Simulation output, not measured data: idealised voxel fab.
process module | voxel transistor to metal
cross-section cut | 205 nm wide | cells 5 nm
A cross-section is a grid of square cells, given in bands from the top down. A band is one or more rows of cells.
Each band's line starts with the height of the band's top and of its bottom, in nm. Then come its materials from left to right, each with its width in nm. One material with "throughout" fills the band from edge to edge. "air" is empty space.
Height 0 is the level under which the wafer as received is all one material. The lowest band goes on downwards, as in "0 down".
A width such as "30 to 40" changes by the same amount from each row of cells to the next, from the band's top row to its bottom row.
"no change" after a step means that no cell of the cross-section changed.
closed voids: empty space of 8 cells or more with no open way to the top, each as width x height at its distance from the left edge, in nm
after a step's settings: what the simulator itself notes on the step
overlay nm, on a step with a mask: how far to the right of its planned place the mask lay; to the left if negative
plan
1 op RECEIVE | material Si
2 op CONFORMAL_DEP | material SiO2 | thk nm 5
3 op CONFORMAL_DEP | material SiN | thk nm 15
4 op DIRECTIONAL_DEP | material aC | thk nm 15
5 op PATTERN | tone cover | mask id ACTIVE | material resist | width nm 115 | thk nm 35 | overlay nm 0
6 op DIRECTIONAL_ETCH | etch materials aC | depth nm 15
7 op STRIP | etch materials resist
8 op DIRECTIONAL_ETCH | etch materials SiN | depth nm 15
9 op DIRECTIONAL_ETCH | etch materials SiO2 | depth nm 5
10 op DIRECTIONAL_ETCH | etch materials Si | depth nm 30
11 op STRIP | etch materials aC
12 op OXIDIZE | depth nm 5
13 op FILL_DEP | material SiO2 | thk nm 5
14 op CMP | height nm 20
15 op SELECTIVE_ETCH | etch materials SiO2 | depth nm 15
16 op STRIP | etch materials SiN
17 op SELECTIVE_ETCH | etch materials SiO2 | depth nm 5
18 op OXIDIZE | depth nm 5
19 op DIRECTIONAL_DEP | material polySi | thk nm 20
20 op DIRECTIONAL_DEP | material SiCN | thk nm 15
21 op PATTERN | tone cover | mask id GATE | material resist | width nm 25 | thk nm 20 | overlay nm 0
22 op DIRECTIONAL_ETCH | etch materials SiCN | depth nm 25
23 op DIRECTIONAL_ETCH | etch materials polySi | depth nm 30
24 op STRIP | etch materials resist
25 op CONFORMAL_DEP | material SiO2 | thk nm 5
26 op DIRECTIONAL_ETCH | etch materials SiO2 | depth nm 5
27 op CONFORMAL_DEP | material SiN | thk nm 5
28 op DIRECTIONAL_ETCH | etch materials SiN | depth nm 5
29 op DIRECTIONAL_ETCH | etch materials SiO2 | depth nm 5
30 op DIRECTIONAL_ETCH | etch materials Si | depth nm 10
31 op EPI | material pSi | thk nm 15
32 op FILL_DEP | material SiO2 | thk nm 5
33 op CMP | height nm 35
34 op DIRECTIONAL_DEP | material SiO2 | thk nm 15
35 op PATTERN | tone open | mask id CONTACT | material resist | width nm 20 | pitch nm 75 | thk nm 20 | overlay nm 0
36 op DIRECTIONAL_ETCH | etch materials SiO2 | depth nm 50
37 op STRIP | etch materials resist
38 op CONFORMAL_DEP | material TiN | thk nm 5
39 op FILL_DEP | material Ru | thk nm 5
40 op CMP | height nm 50
41 op CONFORMAL_DEP | material SiN | thk nm 5
42 op DIRECTIONAL_DEP | material lowk | thk nm 15
43 op PATTERN | tone open | mask id METAL_1 | material resist | width nm 20 | pitch nm 75 | thk nm 15 | overlay nm 0
44 op DIRECTIONAL_ETCH | etch materials lowk | depth nm 15
45 op DIRECTIONAL_ETCH | etch materials SiN | depth nm 5
46 op STRIP | etch materials resist
47 op CONFORMAL_DEP | material TiN | thk nm 5
48 op FILL_DEP | material W | thk nm 5
49 op CMP | height nm 70
50 op CONFORMAL_DEP | material SiN | thk nm 5
first wafer, as planned
as received, after step 1
  0 down: Si throughout
  closed voids: none
after step 2
  5 to 0: SiO2 throughout
  below 0: unchanged
after step 3
  20 to 5: SiN throughout
  below 5: unchanged
after step 4
  35 to 20: aC throughout
  below 20: unchanged
after step 5
  70 to 35: air 45 | resist 115 | air 45
  below 35: unchanged
after step 6
  55 to 35: air 45 | resist 115 | air 45
  35 to 20: air 45 | aC 115 | air 45
  below 20: unchanged
after step 7
  35 to 20: air 45 | aC 115 | air 45
  below 20: unchanged
after step 8
  35 to 20: air 45 | aC 115 | air 45
  20 to 5: air 45 | SiN 115 | air 45
  below 5: unchanged
after step 9
  35 to 20: air 45 | aC 115 | air 45
  20 to 5: air 45 | SiN 115 | air 45
  5 to 0: air 45 | SiO2 115 | air 45
  below 0: unchanged
after step 10
  35 to 20: air 45 | aC 115 | air 45
  20 to 5: air 45 | SiN 115 | air 45
  5 to 0: air 45 | SiO2 115 | air 45
  0 to -30: air 45 | Si 115 | air 45
  below -30: unchanged
after step 11
  20 to 5: air 45 | SiN 115 | air 45
  below 5: unchanged
after step 12
  20 to 5: air 45 | SiN 115 | air 45
  5 to 0: air 45 | SiO2 115 | air 45
  0 to -30: air 45 | SiO2 5 | Si 105 | SiO2 5 | air 45
  -30 to -35: SiO2 50 | Si 105 | SiO2 50
  below -35: unchanged
after step 13
  25 to 20: SiO2 throughout
  20 to 5: SiO2 45 | SiN 115 | SiO2 45
  5 to 0: SiO2 throughout
  0 to -35: SiO2 50 | Si 105 | SiO2 50
  below -35: unchanged
after step 14
  20 to 5: SiO2 45 | SiN 115 | SiO2 45
  below 5: unchanged
after step 15
  20 to 5: air 45 | SiN 115 | air 45
  below 5: unchanged
after step 16
  5 to 0: SiO2 throughout
  below 0: unchanged
after step 17
  0 to -35: SiO2 50 | Si 105 | SiO2 50
  below -35: unchanged
after step 18
  0 to -5: SiO2 throughout
  below -5: unchanged
after step 19
  20 to 0: polySi throughout
  below 0: unchanged
after step 20
  35 to 20: SiCN throughout
  below 20: unchanged
after step 21
  55 to 35: air 90 | resist 25 | air 90
  below 35: unchanged
after step 22
  55 to 35: air 90 | resist 25 | air 90
  35 to 20: air 90 | SiCN 25 | air 90
  below 20: unchanged
after step 23
  55 to 35: air 90 | resist 25 | air 90
  35 to 20: air 90 | SiCN 25 | air 90
  20 to 0: air 90 | polySi 25 | air 90
  below 0: unchanged
after step 24
  35 to 20: air 90 | SiCN 25 | air 90
  below 20: unchanged
after step 25
  40 to 35: air 85 | SiO2 35 | air 85
  35 to 20: air 85 | SiO2 5 | SiCN 25 | SiO2 5 | air 85
  20 to 5: air 85 | SiO2 5 | polySi 25 | SiO2 5 | air 85
  5 to 0: SiO2 90 | polySi 25 | SiO2 90
  below 0: unchanged
after step 26
  35 to 20: air 85 | SiO2 5 | SiCN 25 | SiO2 5 | air 85
  20 to 0: air 85 | SiO2 5 | polySi 25 | SiO2 5 | air 85
  below 0: unchanged
after step 27
  40 to 35: air 80 | SiN 45 | air 80
  35 to 20: air 80 | SiN 5 | SiO2 5 | SiCN 25 | SiO2 5 | SiN 5 | air 80
  20 to 5: air 80 | SiN 5 | SiO2 5 | polySi 25 | SiO2 5 | SiN 5 | air 80
  5 to 0: SiN 85 | SiO2 5 | polySi 25 | SiO2 5 | SiN 85
  below 0: unchanged
after step 28
  35 to 20: air 80 | SiN 5 | SiO2 5 | SiCN 25 | SiO2 5 | SiN 5 | air 80
  20 to 0: air 80 | SiN 5 | SiO2 5 | polySi 25 | SiO2 5 | SiN 5 | air 80
  below 0: unchanged
after step 29
  35 to 30: air 80 | SiN 5 | air 5 | SiCN 25 | air 5 | SiN 5 | air 80
  30 to 20: air 80 | SiN 5 | SiO2 5 | SiCN 25 | SiO2 5 | SiN 5 | air 80
  20 to 0: air 80 | SiN 5 | SiO2 5 | polySi 25 | SiO2 5 | SiN 5 | air 80
  0 to -5: air 80 | SiO2 45 | air 80
  below -5: unchanged
after step 30
  35 to 30: air 80 | SiN 5 | air 5 | SiCN 25 | air 5 | SiN 5 | air 80
  30 to 20: air 80 | SiN 5 | SiO2 5 | SiCN 25 | SiO2 5 | SiN 5 | air 80
  20 to 0: air 80 | SiN 5 | SiO2 5 | polySi 25 | SiO2 5 | SiN 5 | air 80
  0 to -5: air 80 | SiO2 45 | air 80
  -5 to -15: SiO2 50 | air 30 | Si 45 | air 30 | SiO2 50
  below -15: unchanged
after step 31
  35 to 30: air 80 | SiN 5 | air 5 | SiCN 25 | air 5 | SiN 5 | air 80
  30 to 20: air 80 | SiN 5 | SiO2 5 | SiCN 25 | SiO2 5 | SiN 5 | air 80
  20 to 10: air 80 | SiN 5 | SiO2 5 | polySi 25 | SiO2 5 | SiN 5 | air 80
  10 to 0: air 65 | pSi 15 | SiN 5 | SiO2 5 | polySi 25 | SiO2 5 | SiN 5 | pSi 15 | air 65
  0 to -5: air 45 | pSi 35 | SiO2 45 | pSi 35 | air 45
  -5 to -15: SiO2 50 | pSi 30 | Si 45 | pSi 30 | SiO2 50
  below -15: unchanged
after step 32
  40 to 35: SiO2 throughout
  35 to 20: SiO2 80 | SiN 5 | SiO2 5 | SiCN 25 | SiO2 5 | SiN 5 | SiO2 80
  20 to 10: SiO2 80 | SiN 5 | SiO2 5 | polySi 25 | SiO2 5 | SiN 5 | SiO2 80
  10 to 0: SiO2 65 | pSi 15 | SiN 5 | SiO2 5 | polySi 25 | SiO2 5 | SiN 5 | pSi 15 | SiO2 65
  0 to -5: SiO2 45 | pSi 35 | SiO2 45 | pSi 35 | SiO2 45
  below -5: unchanged
after step 33
  35 to 20: SiO2 80 | SiN 5 | SiO2 5 | SiCN 25 | SiO2 5 | SiN 5 | SiO2 80
  below 20: unchanged
after step 34
  50 to 35: SiO2 throughout
  below 35: unchanged
after step 35
  70 to 50: resist 55 | air 20 | resist 55 | air 20 | resist 55
  below 50: unchanged
after step 36
  70 to 50: resist 55 | air 20 | resist 55 | air 20 | resist 55
  50 to 35: SiO2 55 | air 20 | SiO2 55 | air 20 | SiO2 55
  35 to 20: SiO2 55 | air 20 | SiO2 5 | SiN 5 | SiO2 5 | SiCN 25 | SiO2 5 | SiN 5 | SiO2 5 | air 20 | SiO2 55
  20 to 10: SiO2 55 | air 20 | SiO2 5 | SiN 5 | SiO2 5 | polySi 25 | SiO2 5 | SiN 5 | SiO2 5 | air 20 | SiO2 55
  10 to 0: SiO2 55 | air 10 | pSi 15 | SiN 5 | SiO2 5 | polySi 25 | SiO2 5 | SiN 5 | pSi 15 | air 10 | SiO2 55
  below 0: unchanged
after step 37
  50 to 35: SiO2 55 | air 20 | SiO2 55 | air 20 | SiO2 55
  below 35: unchanged
after step 38
  55 to 50: TiN 60 | air 10 | TiN 65 | air 10 | TiN 60
  50 to 35: SiO2 55 | TiN 5 | air 10 | TiN 5 | SiO2 55 | TiN 5 | air 10 | TiN 5 | SiO2 55
  35 to 20: SiO2 55 | TiN 5 | air 10 | TiN 5 | SiO2 5 | SiN 5 | SiO2 5 | SiCN 25 | SiO2 5 | SiN 5 | SiO2 5 | TiN 5 | air 10 | TiN 5 | SiO2 55
  20 to 15: SiO2 55 | TiN 5 | air 10 | TiN 5 | SiO2 5 | SiN 5 | SiO2 5 | polySi 25 | SiO2 5 | SiN 5 | SiO2 5 | TiN 5 | air 10 | TiN 5 | SiO2 55
  15 to 10: SiO2 55 | TiN 20 | SiO2 5 | SiN 5 | SiO2 5 | polySi 25 | SiO2 5 | SiN 5 | SiO2 5 | TiN 20 | SiO2 55
  10 to 0: SiO2 55 | TiN 10 | pSi 15 | SiN 5 | SiO2 5 | polySi 25 | SiO2 5 | SiN 5 | pSi 15 | TiN 10 | SiO2 55
  below 0: unchanged
after step 39
  60 to 55: Ru throughout
  55 to 50: TiN 60 | Ru 10 | TiN 65 | Ru 10 | TiN 60
  50 to 35: SiO2 55 | TiN 5 | Ru 10 | TiN 5 | SiO2 55 | TiN 5 | Ru 10 | TiN 5 | SiO2 55
  35 to 20: SiO2 55 | TiN 5 | Ru 10 | TiN 5 | SiO2 5 | SiN 5 | SiO2 5 | SiCN 25 | SiO2 5 | SiN 5 | SiO2 5 | TiN 5 | Ru 10 | TiN 5 | SiO2 55
  20 to 15: SiO2 55 | TiN 5 | Ru 10 | TiN 5 | SiO2 5 | SiN 5 | SiO2 5 | polySi 25 | SiO2 5 | SiN 5 | SiO2 5 | TiN 5 | Ru 10 | TiN 5 | SiO2 55
  below 15: unchanged
after step 40
  50 to 35: SiO2 55 | TiN 5 | Ru 10 | TiN 5 | SiO2 55 | TiN 5 | Ru 10 | TiN 5 | SiO2 55
  below 35: unchanged
after step 41
  55 to 50: SiN throughout
  below 50: unchanged
after step 42
  70 to 55: lowk throughout
  below 55: unchanged
after step 43
  85 to 70: resist 55 | air 20 | resist 55 | air 20 | resist 55
  below 70: unchanged
after step 44
  85 to 70: resist 55 | air 20 | resist 55 | air 20 | resist 55
  70 to 55: lowk 55 | air 20 | lowk 55 | air 20 | lowk 55
  below 55: unchanged
after step 45
  85 to 70: resist 55 | air 20 | resist 55 | air 20 | resist 55
  70 to 55: lowk 55 | air 20 | lowk 55 | air 20 | lowk 55
  55 to 50: SiN 55 | air 20 | SiN 55 | air 20 | SiN 55
  below 50: unchanged
after step 46
  70 to 55: lowk 55 | air 20 | lowk 55 | air 20 | lowk 55
  below 55: unchanged
after step 47
  75 to 70: TiN 60 | air 10 | TiN 65 | air 10 | TiN 60
  70 to 55: lowk 55 | TiN 5 | air 10 | TiN 5 | lowk 55 | TiN 5 | air 10 | TiN 5 | lowk 55
  55 to 50: SiN 55 | TiN 20 | SiN 55 | TiN 20 | SiN 55
  below 50: unchanged
after step 48
  80 to 75: W throughout
  75 to 70: TiN 60 | W 10 | TiN 65 | W 10 | TiN 60
  70 to 55: lowk 55 | TiN 5 | W 10 | TiN 5 | lowk 55 | TiN 5 | W 10 | TiN 5 | lowk 55
  below 55: unchanged
after step 49
  70 to 55: lowk 55 | TiN 5 | W 10 | TiN 5 | lowk 55 | TiN 5 | W 10 | TiN 5 | lowk 55
  below 55: unchanged
after step 50
  75 to 70: SiN throughout
  below 70: unchanged
second wafer: like start, like plan, one mistake. Through step 17 it matches the first wafer
when step 18 should have ended
  0 to -10: SiO2 throughout
  below -10: unchanged
when step 19 should have ended
  20 to 0: polySi throughout
  below 0: unchanged
when step 20 should have ended
  35 to 20: SiCN throughout
  below 20: unchanged
when step 21 should have ended
  55 to 35: air 90 | resist 25 | air 90
  below 35: unchanged
when step 22 should have ended
  55 to 35: air 90 | resist 25 | air 90
  35 to 20: air 90 | SiCN 25 | air 90
  below 20: unchanged
when step 23 should have ended
  55 to 35: air 90 | resist 25 | air 90
  35 to 20: air 90 | SiCN 25 | air 90
  20 to 0: air 90 | polySi 25 | air 90
  below 0: unchanged
when step 24 should have ended
  35 to 20: air 90 | SiCN 25 | air 90
  below 20: unchanged
when step 25 should have ended
  40 to 35: air 85 | SiO2 35 | air 85
  35 to 20: air 85 | SiO2 5 | SiCN 25 | SiO2 5 | air 85
  20 to 5: air 85 | SiO2 5 | polySi 25 | SiO2 5 | air 85
  5 to 0: SiO2 90 | polySi 25 | SiO2 90
  below 0: unchanged
when step 26 should have ended
  35 to 20: air 85 | SiO2 5 | SiCN 25 | SiO2 5 | air 85
  20 to 0: air 85 | SiO2 5 | polySi 25 | SiO2 5 | air 85
  below 0: unchanged
when step 27 should have ended
  40 to 35: air 80 | SiN 45 | air 80
  35 to 20: air 80 | SiN 5 | SiO2 5 | SiCN 25 | SiO2 5 | SiN 5 | air 80
  20 to 5: air 80 | SiN 5 | SiO2 5 | polySi 25 | SiO2 5 | SiN 5 | air 80
  5 to 0: SiN 85 | SiO2 5 | polySi 25 | SiO2 5 | SiN 85
  below 0: unchanged
when step 28 should have ended
  35 to 20: air 80 | SiN 5 | SiO2 5 | SiCN 25 | SiO2 5 | SiN 5 | air 80
  20 to 0: air 80 | SiN 5 | SiO2 5 | polySi 25 | SiO2 5 | SiN 5 | air 80
  below 0: unchanged
when step 29 should have ended
  35 to 30: air 80 | SiN 5 | air 5 | SiCN 25 | air 5 | SiN 5 | air 80
  30 to 20: air 80 | SiN 5 | SiO2 5 | SiCN 25 | SiO2 5 | SiN 5 | air 80
  20 to 0: air 80 | SiN 5 | SiO2 5 | polySi 25 | SiO2 5 | SiN 5 | air 80
  0 to -5: air 80 | SiO2 45 | air 80
  below -5: unchanged
when step 30 should have ended: no change
when step 31 should have ended: no change
when step 32 should have ended
  40 to 35: SiO2 throughout
  35 to 20: SiO2 80 | SiN 5 | SiO2 5 | SiCN 25 | SiO2 5 | SiN 5 | SiO2 80
  20 to 0: SiO2 80 | SiN 5 | SiO2 5 | polySi 25 | SiO2 5 | SiN 5 | SiO2 80
  0 to -10: SiO2 throughout
  below -10: unchanged
when step 33 should have ended
  35 to 20: SiO2 80 | SiN 5 | SiO2 5 | SiCN 25 | SiO2 5 | SiN 5 | SiO2 80
  below 20: unchanged
when step 34 should have ended
  50 to 35: SiO2 throughout
  below 35: unchanged
when step 35 should have ended
  70 to 50: resist 55 | air 20 | resist 55 | air 20 | resist 55
  below 50: unchanged
when step 36 should have ended
  70 to 50: resist 55 | air 20 | resist 55 | air 20 | resist 55
  50 to 35: SiO2 55 | air 20 | SiO2 55 | air 20 | SiO2 55
  35 to 20: SiO2 55 | air 20 | SiO2 5 | SiN 5 | SiO2 5 | SiCN 25 | SiO2 5 | SiN 5 | SiO2 5 | air 20 | SiO2 55
  20 to 0: SiO2 55 | air 20 | SiO2 5 | SiN 5 | SiO2 5 | polySi 25 | SiO2 5 | SiN 5 | SiO2 5 | air 20 | SiO2 55
  below 0: unchanged
when step 37 should have ended
  50 to 35: SiO2 55 | air 20 | SiO2 55 | air 20 | SiO2 55
  below 35: unchanged
when step 38 should have ended
  55 to 50: TiN 60 | air 10 | TiN 65 | air 10 | TiN 60
  50 to 35: SiO2 55 | TiN 5 | air 10 | TiN 5 | SiO2 55 | TiN 5 | air 10 | TiN 5 | SiO2 55
  35 to 20: SiO2 55 | TiN 5 | air 10 | TiN 5 | SiO2 5 | SiN 5 | SiO2 5 | SiCN 25 | SiO2 5 | SiN 5 | SiO2 5 | TiN 5 | air 10 | TiN 5 | SiO2 55
  20 to 5: SiO2 55 | TiN 5 | air 10 | TiN 5 | SiO2 5 | SiN 5 | SiO2 5 | polySi 25 | SiO2 5 | SiN 5 | SiO2 5 | TiN 5 | air 10 | TiN 5 | SiO2 55
  5 to 0: SiO2 55 | TiN 20 | SiO2 5 | SiN 5 | SiO2 5 | polySi 25 | SiO2 5 | SiN 5 | SiO2 5 | TiN 20 | SiO2 55
  below 0: unchanged
when step 39 should have ended
  60 to 55: Ru throughout
  55 to 50: TiN 60 | Ru 10 | TiN 65 | Ru 10 | TiN 60
  50 to 35: SiO2 55 | TiN 5 | Ru 10 | TiN 5 | SiO2 55 | TiN 5 | Ru 10 | TiN 5 | SiO2 55
  35 to 20: SiO2 55 | TiN 5 | Ru 10 | TiN 5 | SiO2 5 | SiN 5 | SiO2 5 | SiCN 25 | SiO2 5 | SiN 5 | SiO2 5 | TiN 5 | Ru 10 | TiN 5 | SiO2 55
  20 to 5: SiO2 55 | TiN 5 | Ru 10 | TiN 5 | SiO2 5 | SiN 5 | SiO2 5 | polySi 25 | SiO2 5 | SiN 5 | SiO2 5 | TiN 5 | Ru 10 | TiN 5 | SiO2 55
  below 5: unchanged
when step 40 should have ended
  50 to 35: SiO2 55 | TiN 5 | Ru 10 | TiN 5 | SiO2 55 | TiN 5 | Ru 10 | TiN 5 | SiO2 55
  below 35: unchanged
when step 41 should have ended
  55 to 50: SiN throughout
  below 50: unchanged
when step 42 should have ended
  70 to 55: lowk throughout
  below 55: unchanged
when step 43 should have ended
  85 to 70: resist 55 | air 20 | resist 55 | air 20 | resist 55
  below 70: unchanged
when step 44 should have ended
  85 to 70: resist 55 | air 20 | resist 55 | air 20 | resist 55
  70 to 55: lowk 55 | air 20 | lowk 55 | air 20 | lowk 55
  below 55: unchanged
when step 45 should have ended
  85 to 70: resist 55 | air 20 | resist 55 | air 20 | resist 55
  70 to 55: lowk 55 | air 20 | lowk 55 | air 20 | lowk 55
  55 to 50: SiN 55 | air 20 | SiN 55 | air 20 | SiN 55
  below 50: unchanged
when step 46 should have ended
  70 to 55: lowk 55 | air 20 | lowk 55 | air 20 | lowk 55
  below 55: unchanged
when step 47 should have ended
  75 to 70: TiN 60 | air 10 | TiN 65 | air 10 | TiN 60
  70 to 55: lowk 55 | TiN 5 | air 10 | TiN 5 | lowk 55 | TiN 5 | air 10 | TiN 5 | lowk 55
  55 to 50: SiN 55 | TiN 20 | SiN 55 | TiN 20 | SiN 55
  below 50: unchanged
when step 48 should have ended
  80 to 75: W throughout
  75 to 70: TiN 60 | W 10 | TiN 65 | W 10 | TiN 60
  70 to 55: lowk 55 | TiN 5 | W 10 | TiN 5 | lowk 55 | TiN 5 | W 10 | TiN 5 | lowk 55
  below 55: unchanged
when step 49 should have ended
  70 to 55: lowk 55 | TiN 5 | W 10 | TiN 5 | lowk 55 | TiN 5 | W 10 | TiN 5 | lowk 55
  below 55: unchanged
when step 50 should have ended
  75 to 70: SiN throughout
  below 70: unchanged
what went wrong: step 18 ran as: op OXIDIZE | depth nm 10
at the end the second wafer has, in cells: 8 more of Ru | 3 more of Si | 39 more of SiO2 | 50 fewer of pSi
